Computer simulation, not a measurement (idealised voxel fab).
process module | voxel wiring stack
cross-section cut | 245 nm wide | cells 5 nm
A cross-section is a grid of square cells, given in bands from the top down. A band is one or more rows of cells.
Each band's line starts with the height of the band's top and of its bottom, in nm. Then come its materials from left to right, each with its width in nm. One material with "throughout" fills the band from edge to edge. "air" is empty space.
Height 0 is the level under which the wafer as received is all one material. The lowest band goes on downwards, as in "0 down".
A width such as "30 to 40" changes by the same amount from each row of cells to the next, from the band's top row to its bottom row.
"no change" after a step means that no cell of the cross-section changed.
closed voids: empty space of 8 cells or more with no open way to the top, each as width x height at its distance from the left edge, in nm
after a step's settings: what the simulator itself notes on the step
overlay nm, on a step with a mask: how far to the right of its planned place the mask lay; to the left if negative
plan
1 op RECEIVE | material Si
2 op CONFORMAL_DEP | material SiO2 | thk nm 15
3 op DIRECTIONAL_DEP | material TiN | thk nm 5
4 op DIRECTIONAL_DEP | material W | thk nm 20
5 op DIRECTIONAL_DEP | material aC | thk nm 15
6 op PATTERN | tone cover | mask id METAL_1 | material resist | width nm 20 | pitch nm 50 | thk nm 35 | overlay nm 0
7 op DIRECTIONAL_ETCH | etch materials aC | depth nm 15
8 op STRIP | etch materials resist
9 op DIRECTIONAL_ETCH | etch materials W | depth nm 20
10 op DIRECTIONAL_ETCH | etch materials TiN | depth nm 5
11 op STRIP | etch materials aC
12 op FILL_DEP | material lowk | thk nm 10
13 op CMP | height nm 40
14 op CONFORMAL_DEP | material SiCN | thk nm 5
15 op DIRECTIONAL_DEP | material SiO2 | thk nm 15
16 op MASKED_ETCH | tone open | mask id PLUG_1 | width nm 15 | etch materials SiO2 | depth nm 15 | overlay nm 0
17 op MASKED_ETCH | tone open | mask id PLUG_1 | width nm 15 | etch materials SiCN | depth nm 5 | overlay nm 0
18 op EPI | material Ru | thk nm 10
19 op EPI | material Ru | thk nm 10
20 op DIRECTIONAL_DEP | material TiN | thk nm 5
21 op DIRECTIONAL_DEP | material Ru | thk nm 20
22 op MASKED_ETCH | tone cover | mask id METAL_2 | width nm 20 | pitch nm 50 | etch materials Ru | depth nm 20 | overlay nm 0
23 op MASKED_ETCH | tone cover | mask id METAL_2 | width nm 20 | pitch nm 50 | etch materials TiN | depth nm 5 | overlay nm 0
24 op CONFORMAL_DEP | material SiN | thk nm 5
25 op FILL_DEP | material lowk | thk nm 10
26 op CMP | height nm 85
27 op CONFORMAL_DEP | material SiCN | thk nm 5
28 op DIRECTIONAL_DEP | material lowk | thk nm 10
29 op DIRECTIONAL_DEP | material aC | thk nm 10
30 op PATTERN | tone open | mask id PLUG_2 | material resist | width nm 15 | thk nm 25 | overlay nm 0
31 op DIRECTIONAL_ETCH | etch materials aC | depth nm 10
32 op STRIP | etch materials resist
33 op DIRECTIONAL_ETCH | etch materials lowk | depth nm 10
34 op DIRECTIONAL_ETCH | etch materials SiCN | depth nm 5
35 op STRIP | etch materials aC
36 op CONFORMAL_DEP | material TiN | thk nm 5
37 op FILL_DEP | material Cu | thk nm 5
38 op CMP | height nm 100
39 op CONFORMAL_DEP | material SiN | thk nm 5
40 op DIRECTIONAL_DEP | material SiO2 | thk nm 15
41 op PATTERN | tone open | mask id METAL_3 | material resist | width nm 20 | pitch nm 50 | thk nm 20 | overlay nm 0
42 op DIRECTIONAL_ETCH | etch materials SiO2 | depth nm 15
43 op DIRECTIONAL_ETCH | etch materials SiN | depth nm 5
44 op STRIP | etch materials resist
45 op CONFORMAL_DEP | material TiN | thk nm 5
46 op FILL_DEP | material W | thk nm 5
47 op CMP | height nm 120
48 op EPI | material Ru | thk nm 5
49 op FILL_DEP | material SiCN | thk nm 5
50 op DIRECTIONAL_DEP | material lowk | thk nm 30
51 op MASKED_ETCH | tone open | mask id METAL_4_HOLES | width nm 15 | pitch nm 50 | etch materials lowk | depth nm 30 | overlay nm 0
52 op PATTERN | tone open | mask id METAL_4 | material resist | width nm 20 | pitch nm 50 | thk nm 20 | overlay nm -15
53 op DIRECTIONAL_ETCH | etch materials lowk | depth nm 15
54 op DIRECTIONAL_ETCH | etch materials SiCN | depth nm 5
55 op STRIP | etch materials resist
56 op CONFORMAL_DEP | material TiN | thk nm 5
57 op FILL_DEP | material Cu | thk nm 5
58 op CMP | height nm 160
59 op CONFORMAL_DEP | material SiCN | thk nm 5
varied across the wafers: overlay nm of step 52. The plan shows the first wafer's value. All wafers start alike
first wafer as received, after step 1
  0 down: Si throughout
  closed voids: none
first wafer at the end, after step 59
  165 to 160: SiCN throughout
  160 to 150: lowk 70 | TiN 5 | Cu 20 | TiN 5 | lowk 20 | TiN 5 | Cu 20 | TiN 5 | lowk 95
  150 to 145: lowk 70 | TiN 20 | Cu 5 | TiN 5 | lowk 20 | TiN 20 | Cu 5 | TiN 5 | lowk 95
  145 to 135: lowk 85 | TiN 5 | Cu 5 | TiN 5 | lowk 35 | TiN 5 | Cu 5 | TiN 5 | lowk 95
  135 to 130: lowk 85 | TiN 15 | lowk 35 | TiN 15 | lowk 95
  130 to 125: SiCN 85 | TiN 5 | SiCN 45 | TiN 5 | SiCN 105
  125 to 120: SiCN 80 | Ru 30 | SiCN 20 | Ru 30 | SiCN 85
  120 to 105: SiO2 85 | TiN 5 | W 10 | TiN 5 | SiO2 30 | TiN 5 | W 10 | TiN 5 | SiO2 90
  105 to 100: SiN 85 | TiN 20 | SiN 30 | TiN 20 | SiN 90
  100 to 90: lowk 85 | TiN 5 | Cu 5 | TiN 5 | lowk 145
  90 to 85: SiCN 85 | TiN 15 | SiCN 145
  85 to 65: lowk 80 | SiN 5 | Ru 20 | SiN 5 | lowk 20 | SiN 5 | Ru 20 | SiN 5 | lowk 85
  65 to 60: SiN 85 | TiN 20 | SiN 30 | TiN 20 | SiN 90
  60 to 45: SiO2 85 | Ru 15 | SiO2 145
  45 to 40: SiCN 85 | Ru 15 | SiCN 145
  40 to 20: lowk 85 | W 20 | lowk 30 | W 20 | lowk 90
  20 to 15: lowk 85 | TiN 20 | lowk 30 | TiN 20 | lowk 90
  15 to 0: SiO2 throughout
  0 down: Si throughout
  closed voids: none
last wafer at the end
  165 to 160: SiCN throughout
  160 to 150: lowk 85 | TiN 5 | Cu 25 | TiN 5 | lowk 15 | TiN 5 | Cu 25 | TiN 5 | lowk 75
  150 to 145: lowk 85 | TiN 5 | Cu 5 | TiN 25 | lowk 15 | TiN 5 | Cu 5 | TiN 25 | lowk 75
  145 to 135: lowk 85 | TiN 5 | Cu 5 | TiN 5 | lowk 35 | TiN 5 | Cu 5 | TiN 5 | lowk 95
  135 to 130: lowk 85 | TiN 15 | lowk 35 | TiN 15 | lowk 95
  130 to 125: SiCN throughout
  125 to 120: SiCN 80 | Ru 30 | SiCN 20 | Ru 30 | SiCN 85
  120 to 105: SiO2 85 | TiN 5 | W 10 | TiN 5 | SiO2 30 | TiN 5 | W 10 | TiN 5 | SiO2 90
  105 to 100: SiN 85 | TiN 20 | SiN 30 | TiN 20 | SiN 90
  100 to 90: lowk 85 | TiN 5 | Cu 5 | TiN 5 | lowk 145
  90 to 85: SiCN 85 | TiN 15 | SiCN 145
  85 to 65: lowk 80 | SiN 5 | Ru 20 | SiN 5 | lowk 20 | SiN 5 | Ru 20 | SiN 5 | lowk 85
  65 to 60: SiN 85 | TiN 20 | SiN 30 | TiN 20 | SiN 90
  60 to 45: SiO2 85 | Ru 15 | SiO2 145
  45 to 40: SiCN 85 | Ru 15 | SiCN 145
  40 to 20: lowk 85 | W 20 | lowk 30 | W 20 | lowk 90
  20 to 15: lowk 85 | TiN 20 | lowk 30 | TiN 20 | lowk 90
  15 to 0: SiO2 throughout
  0 down: Si throughout
  closed voids: none
each wafer at the end: cells of each material gained (+) or lost (-) since it was received, then its closed voids
overlay nm -15 | +24 Cu | +56 Ru | +225 SiCN | +98 SiN | +408 SiO2 | +77 TiN | +44 W | +685 lowk | closed voids: none
overlay nm -10 | +20 Cu | +56 Ru | +223 SiCN | +98 SiN | +408 SiO2 | +77 TiN | +44 W | +691 lowk | closed voids: none
overlay nm -5 | +18 Cu | +56 Ru | +221 SiCN | +98 SiN | +408 SiO2 | +75 TiN | +44 W | +697 lowk | closed voids: none
overlay nm 0 | +18 Cu | +56 Ru | +221 SiCN | +98 SiN | +408 SiO2 | +75 TiN | +44 W | +697 lowk | closed voids: none
overlay nm 5 | +20 Cu | +56 Ru | +223 SiCN | +98 SiN | +408 SiO2 | +77 TiN | +44 W | +691 lowk | closed voids: none
overlay nm 10 | +24 Cu | +56 Ru | +225 SiCN | +98 SiN | +408 SiO2 | +77 TiN | +44 W | +685 lowk | closed voids: none
overlay nm 15 | +28 Cu | +56 Ru | +227 SiCN | +98 SiN | +408 SiO2 | +77 TiN | +44 W | +679 lowk | closed voids: none
